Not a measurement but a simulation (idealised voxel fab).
process module | voxel gate over fins
cross-section cut | 275 nm wide | cells 5 nm
A cross-section is a grid of square cells, given in bands from the top down. A band is one or more rows of cells.
Each band's line starts with the height of the band's top and of its bottom, in nm. Then come its materials from left to right, each with its width in nm. One material with "throughout" fills the band from edge to edge. "air" is empty space.
Height 0 is the level under which the wafer as received is all one material. The lowest band goes on downwards, as in "0 down".
A width such as "30 to 40" changes by the same amount from each row of cells to the next, from the band's top row to its bottom row.
"no change" after a step means that no cell of the cross-section changed.
closed voids: empty space of 8 cells or more with no open way to the top, each as width x height at its distance from the left edge, in nm
after a step's settings: what the simulator itself notes on the step
overlay nm, on a step with a mask: how far to the right of its planned place the mask lay; to the left if negative
plan
1 op RECEIVE | material Si
2 op CONFORMAL_DEP | material SiN | thk nm 10
3 op PATTERN | tone cover | mask id FINS | material resist | width nm 15 | pitch nm 50 | thk nm 15 | overlay nm 0
4 op DIRECTIONAL_ETCH | etch materials SiN | depth nm 10
5 op DIRECTIONAL_ETCH | etch materials Si | depth nm 40
6 op STRIP | etch materials resist
7 op OXIDIZE | depth nm 5
8 op FILL_DEP | material SiO2 | thk nm 5
9 op CMP | height nm 10
10 op DIRECTIONAL_DEP | material aC | thk nm 10
11 op PATTERN | tone open | mask id RAIL | material resist | width nm 15 | thk nm 30 | overlay nm 0
12 op DIRECTIONAL_ETCH | etch materials aC | depth nm 10
13 op STRIP | etch materials resist
14 op DIRECTIONAL_ETCH | etch materials SiO2 | depth nm 45
15 op STRIP | etch materials aC
16 op CONFORMAL_DEP | material TiN | thk nm 5
17 op FILL_DEP | material Ru | thk nm 5
18 op CMP | height nm 10
19 op SELECTIVE_ETCH | etch materials W Ru TiN | depth nm 30
20 op FILL_DEP | material SiO2 | thk nm 5
21 op CMP | height nm 10
22 op SELECTIVE_ETCH | etch materials SiO2 | depth nm 20
23 op STRIP | etch materials SiN
24 op CONFORMAL_DEP | material HfO2 | thk nm 5
25 op CONFORMAL_DEP | material TiN | thk nm 5
26 op CONFORMAL_DEP | material TiAl | thk nm 5
27 op CONFORMAL_DEP | material TiN | thk nm 5
28 op FILL_DEP | material W | thk nm 15
29 op CMP | height nm 30
30 op CONFORMAL_DEP | material SiCN | thk nm 5
first wafer, as planned
as received, after step 1
  0 down: Si throughout
  closed voids: none
after step 2
  10 to 0: SiN throughout
  below 0: unchanged
after step 3
  25 to 10: air 55 | resist 15 | air 35 | resist 15 | air 35 | resist 15 | air 35 | resist 15 | air 55
  below 10: unchanged
after step 4
  25 to 10: air 55 | resist 15 | air 35 | resist 15 | air 35 | resist 15 | air 35 | resist 15 | air 55
  10 to 0: air 55 | SiN 15 | air 35 | SiN 15 | air 35 | SiN 15 | air 35 | SiN 15 | air 55
  below 0: unchanged
after step 5
  25 to 10: air 55 | resist 15 | air 35 | resist 15 | air 35 | resist 15 | air 35 | resist 15 | air 55
  10 to 0: air 55 | SiN 15 | air 35 | SiN 15 | air 35 | SiN 15 | air 35 | SiN 15 | air 55
  0 to -40: air 55 | Si 15 | air 35 | Si 15 | air 35 | Si 15 | air 35 | Si 15 | air 55
  below -40: unchanged
after step 6
  10 to 0: air 55 | SiN 15 | air 35 | SiN 15 | air 35 | SiN 15 | air 35 | SiN 15 | air 55
  below 0: unchanged
after step 7
  10 to 0: air 55 | SiN 15 | air 35 | SiN 15 | air 35 | SiN 15 | air 35 | SiN 15 | air 55
  0 to -40: air 55 | SiO2 5 | Si 5 | SiO2 5 | air 35 | SiO2 5 | Si 5 | SiO2 5 | air 35 | SiO2 5 | Si 5 | SiO2 5 | air 35 | SiO2 5 | Si 5 | SiO2 5 | air 55
  -40 to -45: SiO2 60 | Si 5 | SiO2 45 | Si 5 | SiO2 45 | Si 5 | SiO2 45 | Si 5 | SiO2 60
  below -45: unchanged
after step 8
  15 to 10: SiO2 throughout
  10 to 0: SiO2 55 | SiN 15 | SiO2 35 | SiN 15 | SiO2 35 | SiN 15 | SiO2 35 | SiN 15 | SiO2 55
  0 to -45: SiO2 60 | Si 5 | SiO2 45 | Si 5 | SiO2 45 | Si 5 | SiO2 45 | Si 5 | SiO2 60
  below -45: unchanged
after step 9
  10 to 0: SiO2 55 | SiN 15 | SiO2 35 | SiN 15 | SiO2 35 | SiN 15 | SiO2 35 | SiN 15 | SiO2 55
  below 0: unchanged
after step 10
  20 to 10: aC throughout
  below 10: unchanged
after step 11
  50 to 20: resist 80 | air 15 | resist 180
  below 20: unchanged
after step 12
  40 to 20: resist 80 | air 15 | resist 180
  20 to 10: aC 80 | air 15 | aC 180
  below 10: unchanged
after step 13
  20 to 10: aC 80 | air 15 | aC 180
  below 10: unchanged
after step 14
  20 to 10: aC 80 | air 15 | aC 180
  10 to 0: SiO2 55 | SiN 15 | SiO2 10 | air 15 | SiO2 10 | SiN 15 | SiO2 35 | SiN 15 | SiO2 35 | SiN 15 | SiO2 55
  0 to -35: SiO2 60 | Si 5 | SiO2 15 | air 15 | SiO2 15 | Si 5 | SiO2 45 | Si 5 | SiO2 45 | Si 5 | SiO2 60
  below -35: unchanged
after step 15
  10 to 0: SiO2 55 | SiN 15 | SiO2 10 | air 15 | SiO2 10 | SiN 15 | SiO2 35 | SiN 15 | SiO2 35 | SiN 15 | SiO2 55
  below 0: unchanged
after step 16
  15 to 10: TiN 85 | air 5 | TiN 185
  10 to 0: SiO2 55 | SiN 15 | SiO2 10 | TiN 5 | air 5 | TiN 5 | SiO2 10 | SiN 15 | SiO2 35 | SiN 15 | SiO2 35 | SiN 15 | SiO2 55
  0 to -30: SiO2 60 | Si 5 | SiO2 15 | TiN 5 | air 5 | TiN 5 | SiO2 15 | Si 5 | SiO2 45 | Si 5 | SiO2 45 | Si 5 | SiO2 60
  -30 to -35: SiO2 60 | Si 5 | SiO2 15 | TiN 15 | SiO2 15 | Si 5 | SiO2 45 | Si 5 | SiO2 45 | Si 5 | SiO2 60
  below -35: unchanged
after step 17
  20 to 15: Ru throughout
  15 to 10: TiN 85 | Ru 5 | TiN 185
  10 to 0: SiO2 55 | SiN 15 | SiO2 10 | TiN 5 | Ru 5 | TiN 5 | SiO2 10 | SiN 15 | SiO2 35 | SiN 15 | SiO2 35 | SiN 15 | SiO2 55
  0 to -30: SiO2 60 | Si 5 | SiO2 15 | TiN 5 | Ru 5 | TiN 5 | SiO2 15 | Si 5 | SiO2 45 | Si 5 | SiO2 45 | Si 5 | SiO2 60
  below -30: unchanged
after step 18
  10 to 0: SiO2 55 | SiN 15 | SiO2 10 | TiN 5 | Ru 5 | TiN 5 | SiO2 10 | SiN 15 | SiO2 35 | SiN 15 | SiO2 35 | SiN 15 | SiO2 55
  below 0: unchanged
after step 19
  10 to 0: SiO2 55 | SiN 15 | SiO2 10 | air 15 | SiO2 10 | SiN 15 | SiO2 35 | SiN 15 | SiO2 35 | SiN 15 | SiO2 55
  0 to -20: SiO2 60 | Si 5 | SiO2 15 | air 15 | SiO2 15 | Si 5 | SiO2 45 | Si 5 | SiO2 45 | Si 5 | SiO2 60
  below -20: unchanged
after step 20
  15 to 10: SiO2 throughout
  10 to 0: SiO2 55 | SiN 15 | SiO2 35 | SiN 15 | SiO2 35 | SiN 15 | SiO2 35 | SiN 15 | SiO2 55
  0 to -20: SiO2 60 | Si 5 | SiO2 45 | Si 5 | SiO2 45 | Si 5 | SiO2 45 | Si 5 | SiO2 60
  below -20: unchanged
after step 21
  10 to 0: SiO2 55 | SiN 15 | SiO2 35 | SiN 15 | SiO2 35 | SiN 15 | SiO2 35 | SiN 15 | SiO2 55
  below 0: unchanged
after step 22
  10 to 0: air 55 | SiN 15 | air 35 | SiN 15 | air 35 | SiN 15 | air 35 | SiN 15 | air 55
  0 to -10: air 60 | Si 5 | air 45 | Si 5 | air 45 | Si 5 | air 45 | Si 5 | air 60
  below -10: unchanged
after step 23
  0 to -10: air 60 | Si 5 | air 45 | Si 5 | air 45 | Si 5 | air 45 | Si 5 | air 60
  below -10: unchanged
after step 24
  5 to 0: air 55 | HfO2 15 | air 35 | HfO2 15 | air 35 | HfO2 15 | air 35 | HfO2 15 | air 55
  0 to -5: air 55 | HfO2 5 | Si 5 | HfO2 5 | air 35 | HfO2 5 | Si 5 | HfO2 5 | air 35 | HfO2 5 | Si 5 | HfO2 5 | air 35 | HfO2 5 | Si 5 | HfO2 5 | air 55
  -5 to -10: HfO2 60 | Si 5 | HfO2 45 | Si 5 | HfO2 45 | Si 5 | HfO2 45 | Si 5 | HfO2 60
  below -10: unchanged
after step 25
  10 to 5: air 50 | TiN 25 | air 25 | TiN 25 | air 25 | TiN 25 | air 25 | TiN 25 | air 50
  5 to 0: air 50 | TiN 5 | HfO2 15 | TiN 5 | air 25 | TiN 5 | HfO2 15 | TiN 5 | air 25 | TiN 5 | HfO2 15 | TiN 5 | air 25 | TiN 5 | HfO2 15 | TiN 5 | air 50
  0 to -5: TiN 55 | HfO2 5 | Si 5 | HfO2 5 | TiN 35 | HfO2 5 | Si 5 | HfO2 5 | TiN 35 | HfO2 5 | Si 5 | HfO2 5 | TiN 35 | HfO2 5 | Si 5 | HfO2 5 | TiN 55
  below -5: unchanged
after step 26
  15 to 10: air 45 | TiAl 35 | air 15 | TiAl 35 | air 15 | TiAl 35 | air 15 | TiAl 35 | air 45
  10 to 5: air 45 | TiAl 5 | TiN 25 | TiAl 5 | air 15 | TiAl 5 | TiN 25 | TiAl 5 | air 15 | TiAl 5 | TiN 25 | TiAl 5 | air 15 | TiAl 5 | TiN 25 | TiAl 5 | air 45
  5 to 0: TiAl 50 | TiN 5 | HfO2 15 | TiN 5 | TiAl 25 | TiN 5 | HfO2 15 | TiN 5 | TiAl 25 | TiN 5 | HfO2 15 | TiN 5 | TiAl 25 | TiN 5 | HfO2 15 | TiN 5 | TiAl 50
  below 0: unchanged
after step 27
  20 to 15: air 40 | TiN 45 | air 5 | TiN 45 | air 5 | TiN 45 | air 5 | TiN 45 | air 40
  15 to 10: air 40 | TiN 5 | TiAl 35 | TiN 5 | air 5 | TiN 5 | TiAl 35 | TiN 5 | air 5 | TiN 5 | TiAl 35 | TiN 5 | air 5 | TiN 5 | TiAl 35 | TiN 5 | air 40
  10 to 5: TiN 45 | TiAl 5 | TiN 25 | TiAl 5 | TiN 15 | TiAl 5 | TiN 25 | TiAl 5 | TiN 15 | TiAl 5 | TiN 25 | TiAl 5 | TiN 15 | TiAl 5 | TiN 25 | TiAl 5 | TiN 45
  below 5: unchanged
after step 28
  35 to 20: W throughout
  20 to 15: W 40 | TiN 45 | W 5 | TiN 45 | W 5 | TiN 45 | W 5 | TiN 45 | W 40
  15 to 10: W 40 | TiN 5 | TiAl 35 | TiN 5 | W 5 | TiN 5 | TiAl 35 | TiN 5 | W 5 | TiN 5 | TiAl 35 | TiN 5 | W 5 | TiN 5 | TiAl 35 | TiN 5 | W 40
  below 10: unchanged
after step 29
  30 to 20: W throughout
  below 20: unchanged
after step 30
  35 to 30: SiCN throughout
  below 30: unchanged
second wafer: like start, like plan, one mistake. Through step 10 it matches the first wafer
when step 11 should have ended
  50 to 20: resist 75 | air 15 | resist 185
  below 20: unchanged
when step 12 should have ended
  40 to 20: resist 75 | air 15 | resist 185
  20 to 10: aC 75 | air 15 | aC 185
  below 10: unchanged
when step 13 should have ended
  20 to 10: aC 75 | air 15 | aC 185
  below 10: unchanged
when step 14 should have ended
  20 to 10: aC 75 | air 15 | aC 185
  10 to 0: SiO2 55 | SiN 15 | SiO2 5 | air 15 | SiO2 15 | SiN 15 | SiO2 35 | SiN 15 | SiO2 35 | SiN 15 | SiO2 55
  0 to -35: SiO2 60 | Si 5 | SiO2 10 | air 15 | SiO2 20 | Si 5 | SiO2 45 | Si 5 | SiO2 45 | Si 5 | SiO2 60
  below -35: unchanged
when step 15 should have ended
  10 to 0: SiO2 55 | SiN 15 | SiO2 5 | air 15 | SiO2 15 | SiN 15 | SiO2 35 | SiN 15 | SiO2 35 | SiN 15 | SiO2 55
  below 0: unchanged
when step 16 should have ended
  15 to 10: TiN 80 | air 5 | TiN 190
  10 to 0: SiO2 55 | SiN 15 | SiO2 5 | TiN 5 | air 5 | TiN 5 | SiO2 15 | SiN 15 | SiO2 35 | SiN 15 | SiO2 35 | SiN 15 | SiO2 55
  0 to -30: SiO2 60 | Si 5 | SiO2 10 | TiN 5 | air 5 | TiN 5 | SiO2 20 | Si 5 | SiO2 45 | Si 5 | SiO2 45 | Si 5 | SiO2 60
  -30 to -35: SiO2 60 | Si 5 | SiO2 10 | TiN 15 | SiO2 20 | Si 5 | SiO2 45 | Si 5 | SiO2 45 | Si 5 | SiO2 60
  below -35: unchanged
when step 17 should have ended
  20 to 15: Ru throughout
  15 to 10: TiN 80 | Ru 5 | TiN 190
  10 to 0: SiO2 55 | SiN 15 | SiO2 5 | TiN 5 | Ru 5 | TiN 5 | SiO2 15 | SiN 15 | SiO2 35 | SiN 15 | SiO2 35 | SiN 15 | SiO2 55
  0 to -30: SiO2 60 | Si 5 | SiO2 10 | TiN 5 | Ru 5 | TiN 5 | SiO2 20 | Si 5 | SiO2 45 | Si 5 | SiO2 45 | Si 5 | SiO2 60
  below -30: unchanged
when step 18 should have ended
  10 to 0: SiO2 55 | SiN 15 | SiO2 5 | TiN 5 | Ru 5 | TiN 5 | SiO2 15 | SiN 15 | SiO2 35 | SiN 15 | SiO2 35 | SiN 15 | SiO2 55
  below 0: unchanged
when step 19 should have ended
  10 to 0: SiO2 55 | SiN 15 | SiO2 5 | air 15 | SiO2 15 | SiN 15 | SiO2 35 | SiN 15 | SiO2 35 | SiN 15 | SiO2 55
  0 to -20: SiO2 60 | Si 5 | SiO2 10 | air 15 | SiO2 20 | Si 5 | SiO2 45 | Si 5 | SiO2 45 | Si 5 | SiO2 60
  below -20: unchanged
when step 20 should have ended
  15 to 10: SiO2 throughout
  10 to 0: SiO2 55 | SiN 15 | SiO2 35 | SiN 15 | SiO2 35 | SiN 15 | SiO2 35 | SiN 15 | SiO2 55
  0 to -20: SiO2 60 | Si 5 | SiO2 45 | Si 5 | SiO2 45 | Si 5 | SiO2 45 | Si 5 | SiO2 60
  below -20: unchanged
when step 21 should have ended
  10 to 0: SiO2 55 | SiN 15 | SiO2 35 | SiN 15 | SiO2 35 | SiN 15 | SiO2 35 | SiN 15 | SiO2 55
  below 0: unchanged
when step 22 should have ended
  10 to 0: air 55 | SiN 15 | air 35 | SiN 15 | air 35 | SiN 15 | air 35 | SiN 15 | air 55
  0 to -10: air 60 | Si 5 | air 45 | Si 5 | air 45 | Si 5 | air 45 | Si 5 | air 60
  below -10: unchanged
when step 23 should have ended
  0 to -10: air 60 | Si 5 | air 45 | Si 5 | air 45 | Si 5 | air 45 | Si 5 | air 60
  below -10: unchanged
when step 24 should have ended
  5 to 0: air 55 | HfO2 15 | air 35 | HfO2 15 | air 35 | HfO2 15 | air 35 | HfO2 15 | air 55
  0 to -5: air 55 | HfO2 5 | Si 5 | HfO2 5 | air 35 | HfO2 5 | Si 5 | HfO2 5 | air 35 | HfO2 5 | Si 5 | HfO2 5 | air 35 | HfO2 5 | Si 5 | HfO2 5 | air 55
  -5 to -10: HfO2 60 | Si 5 | HfO2 45 | Si 5 | HfO2 45 | Si 5 | HfO2 45 | Si 5 | HfO2 60
  below -10: unchanged
when step 25 should have ended
  10 to 5: air 50 | TiN 25 | air 25 | TiN 25 | air 25 | TiN 25 | air 25 | TiN 25 | air 50
  5 to 0: air 50 | TiN 5 | HfO2 15 | TiN 5 | air 25 | TiN 5 | HfO2 15 | TiN 5 | air 25 | TiN 5 | HfO2 15 | TiN 5 | air 25 | TiN 5 | HfO2 15 | TiN 5 | air 50
  0 to -5: TiN 55 | HfO2 5 | Si 5 | HfO2 5 | TiN 35 | HfO2 5 | Si 5 | HfO2 5 | TiN 35 | HfO2 5 | Si 5 | HfO2 5 | TiN 35 | HfO2 5 | Si 5 | HfO2 5 | TiN 55
  below -5: unchanged
when step 26 should have ended
  15 to 10: air 45 | TiAl 35 | air 15 | TiAl 35 | air 15 | TiAl 35 | air 15 | TiAl 35 | air 45
  10 to 5: air 45 | TiAl 5 | TiN 25 | TiAl 5 | air 15 | TiAl 5 | TiN 25 | TiAl 5 | air 15 | TiAl 5 | TiN 25 | TiAl 5 | air 15 | TiAl 5 | TiN 25 | TiAl 5 | air 45
  5 to 0: TiAl 50 | TiN 5 | HfO2 15 | TiN 5 | TiAl 25 | TiN 5 | HfO2 15 | TiN 5 | TiAl 25 | TiN 5 | HfO2 15 | TiN 5 | TiAl 25 | TiN 5 | HfO2 15 | TiN 5 | TiAl 50
  below 0: unchanged
when step 27 should have ended
  20 to 15: air 40 | TiN 45 | air 5 | TiN 45 | air 5 | TiN 45 | air 5 | TiN 45 | air 40
  15 to 10: air 40 | TiN 5 | TiAl 35 | TiN 5 | air 5 | TiN 5 | TiAl 35 | TiN 5 | air 5 | TiN 5 | TiAl 35 | TiN 5 | air 5 | TiN 5 | TiAl 35 | TiN 5 | air 40
  10 to 5: TiN 45 | TiAl 5 | TiN 25 | TiAl 5 | TiN 15 | TiAl 5 | TiN 25 | TiAl 5 | TiN 15 | TiAl 5 | TiN 25 | TiAl 5 | TiN 15 | TiAl 5 | TiN 25 | TiAl 5 | TiN 45
  below 5: unchanged
when step 28 should have ended
  35 to 20: W throughout
  20 to 15: W 40 | TiN 45 | W 5 | TiN 45 | W 5 | TiN 45 | W 5 | TiN 45 | W 40
  15 to 10: W 40 | TiN 5 | TiAl 35 | TiN 5 | W 5 | TiN 5 | TiAl 35 | TiN 5 | W 5 | TiN 5 | TiAl 35 | TiN 5 | W 5 | TiN 5 | TiAl 35 | TiN 5 | W 40
  below 10: unchanged
when step 29 should have ended
  30 to 20: W throughout
  below 20: unchanged
when step 30 should have ended
  35 to 30: SiCN throughout
  below 30: unchanged
what went wrong: step 11 ran as: op PATTERN | tone open | mask id RAIL | material resist | width nm 15 | thk nm 30 | overlay nm -5
at the end the second wafer has, in cells: as many of each material as the first, in other places
